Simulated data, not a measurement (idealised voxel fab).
process module | voxel gate over fins
cross-section cut | 220 nm wide | cells 5 nm
A cross-section is a grid of square cells, given in bands from the top down. A band is one or more rows of cells.
Each band's line starts with the height of the band's top and of its bottom, in nm. Then come its materials from left to right, each with its width in nm. One material with "throughout" fills the band from edge to edge. "air" is empty space.
Height 0 is the level under which the wafer as received is all one material. The lowest band goes on downwards, as in "0 down".
A width such as "30 to 40" changes by the same amount from each row of cells to the next, from the band's top row to its bottom row.
"no change" after a step means that no cell of the cross-section changed.
closed voids: empty space of 8 cells or more with no open way to the top, each as width x height at its distance from the left edge, in nm
after a step's settings: what the simulator itself notes on the step
overlay nm, on a step with a mask: how far to the right of its planned place the mask lay; to the left if negative
plan
1 op RECEIVE | material Si
2 op CONFORMAL_DEP | material SiN | thk nm 5
3 op MASKED_ETCH | tone cover | mask id FINS | width nm 15 | pitch nm 50 | etch materials SiN | depth nm 5 | overlay nm 0
4 op MASKED_ETCH | tone cover | mask id FINS | width nm 15 | pitch nm 50 | etch materials Si | depth nm 40 | overlay nm 0
5 op FILL_DEP | material SiO2 | thk nm 5
6 op CMP | height nm 5
7 op PATTERN | tone open | mask id RAIL | material resist | width nm 15 | thk nm 15 | overlay nm 0
8 op DIRECTIONAL_ETCH | etch materials SiO2 | depth nm 40
9 op STRIP | etch materials resist
10 op CONFORMAL_DEP | material TiN | thk nm 5
11 op FILL_DEP | material Ru | thk nm 10
12 op CMP | height nm 5
13 op SELECTIVE_ETCH | etch materials W Ru TiN | depth nm 30
14 op FILL_DEP | material SiO2 | thk nm 5
15 op CMP | height nm 5
16 op SELECTIVE_ETCH | etch materials SiO2 | depth nm 20
17 op STRIP | etch materials SiN
18 op CONFORMAL_DEP | material HfO2 | thk nm 5
19 op CONFORMAL_DEP | material TiN | thk nm 5
20 op CONFORMAL_DEP | material TiAl | thk nm 5
21 op CONFORMAL_DEP | material TiN | thk nm 5
22 op FILL_DEP | material W | thk nm 15
23 op CMP | height nm 30
24 op CONFORMAL_DEP | material SiN | thk nm 5
as received, after step 1
  0 down: Si throughout
  closed voids: none
first wafer at the end, as planned
  35 to 30: SiN throughout
  30 to 20: W throughout
  20 to 15: W 30 | TiN 155 | W 35
  15 to 10: W 30 | TiN 5 | TiAl 45 | TiN 5 | TiAl 45 | TiN 5 | TiAl 45 | TiN 5 | W 35
  10 to 5: W 30 | TiN 5 | TiAl 5 | TiN 35 | TiAl 5 | TiN 5 | TiAl 5 | TiN 35 | TiAl 5 | TiN 5 | TiAl 5 | TiN 35 | TiAl 5 | TiN 5 | W 35
  5 to 0: TiN 35 | TiAl 5 | TiN 5 | HfO2 25 | TiN 5 | TiAl 5 | TiN 5 | TiAl 5 | TiN 5 | HfO2 25 | TiN 5 | TiAl 5 | TiN 5 | TiAl 5 | TiN 5 | HfO2 25 | TiN 5 | TiAl 5 | TiN 40
  0 to -5: TiAl 40 | TiN 5 | HfO2 5 | Si 15 | HfO2 5 | TiN 5 | TiAl 15 | TiN 5 | HfO2 5 | Si 15 | HfO2 5 | TiN 5 | TiAl 15 | TiN 5 | HfO2 5 | Si 15 | HfO2 5 | TiN 5 | TiAl 45
  -5 to -10: TiN 45 | HfO2 5 | Si 15 | HfO2 5 | TiN 25 | HfO2 5 | Si 15 | HfO2 5 | TiN 25 | HfO2 5 | Si 15 | HfO2 5 | TiN 50
  -10 to -15: HfO2 50 | Si 15 | HfO2 35 | Si 15 | HfO2 35 | Si 15 | HfO2 55
  -15 to -25: SiO2 50 | Si 15 | SiO2 35 | Si 15 | SiO2 35 | Si 15 | SiO2 55
  -25 to -30: SiO2 50 | Si 15 | SiO2 10 | TiN 5 | Ru 5 | TiN 5 | SiO2 10 | Si 15 | SiO2 35 | Si 15 | SiO2 55
  -30 to -35: SiO2 50 | Si 15 | SiO2 10 | TiN 15 | SiO2 10 | Si 15 | SiO2 35 | Si 15 | SiO2 55
  -35 to -40: SiO2 50 | Si 15 | SiO2 35 | Si 15 | SiO2 35 | Si 15 | SiO2 55
  -40 down: Si throughout
  closed voids: none
second wafer at the end: like start, like plan, one mistake
  35 to 30: SiN throughout
  30 to 20: W throughout
  20 to 15: W 30 | TiN 155 | W 35
  15 to 10: W 30 | TiN 5 | TiAl 45 | TiN 5 | TiAl 45 | TiN 5 | TiAl 45 | TiN 5 | W 35
  10 to 5: W 30 | TiN 5 | TiAl 5 | TiN 35 | TiAl 5 | TiN 5 | TiAl 5 | TiN 35 | TiAl 5 | TiN 5 | TiAl 5 | TiN 35 | TiAl 5 | TiN 5 | W 35
  5 to 0: TiN 35 | TiAl 5 | TiN 5 | HfO2 25 | TiN 5 | TiAl 5 | TiN 5 | TiAl 5 | TiN 5 | HfO2 25 | TiN 5 | TiAl 5 | TiN 5 | TiAl 5 | TiN 5 | HfO2 25 | TiN 5 | TiAl 5 | TiN 40
  0 to -5: TiAl 40 | TiN 5 | HfO2 5 | Si 15 | HfO2 5 | TiN 5 | TiAl 15 | TiN 5 | HfO2 5 | Si 15 | HfO2 5 | TiN 5 | TiAl 15 | TiN 5 | HfO2 5 | Si 15 | HfO2 5 | TiN 5 | TiAl 45
  -5 to -10: TiN 45 | HfO2 5 | Si 15 | HfO2 5 | TiN 25 | HfO2 5 | Si 15 | HfO2 5 | TiN 25 | HfO2 5 | Si 15 | HfO2 5 | TiN 50
  -10 to -15: HfO2 50 | Si 15 | HfO2 35 | Si 15 | HfO2 35 | Si 15 | HfO2 55
  -15 to -25: SiO2 50 | Si 15 | SiO2 35 | Si 15 | SiO2 35 | Si 15 | SiO2 55
  -25 to -30: Ru 45 | TiN 5 | Si 15 | TiN 10 | SiO2 15 | TiN 10 | Si 15 | TiN 5 | Ru 25 | TiN 5 | Si 15 | TiN 5 | Ru 50
  -30 to -35: TiN 50 | Si 15 | TiN 10 | SiO2 15 | TiN 10 | Si 15 | TiN 35 | Si 15 | TiN 55
  -35 to -40: SiO2 50 | Si 15 | SiO2 35 | Si 15 | SiO2 35 | Si 15 | SiO2 55
  -40 down: Si throughout
  closed voids: none
what went wrong: step 7 ran as: op PATTERN | tone cover | mask id RAIL | material resist | width nm 15 | thk nm 15 | overlay nm 0
at the end the second wafer has, in cells: 23 more of Ru | 58 fewer of SiO2 | 35 more of TiN
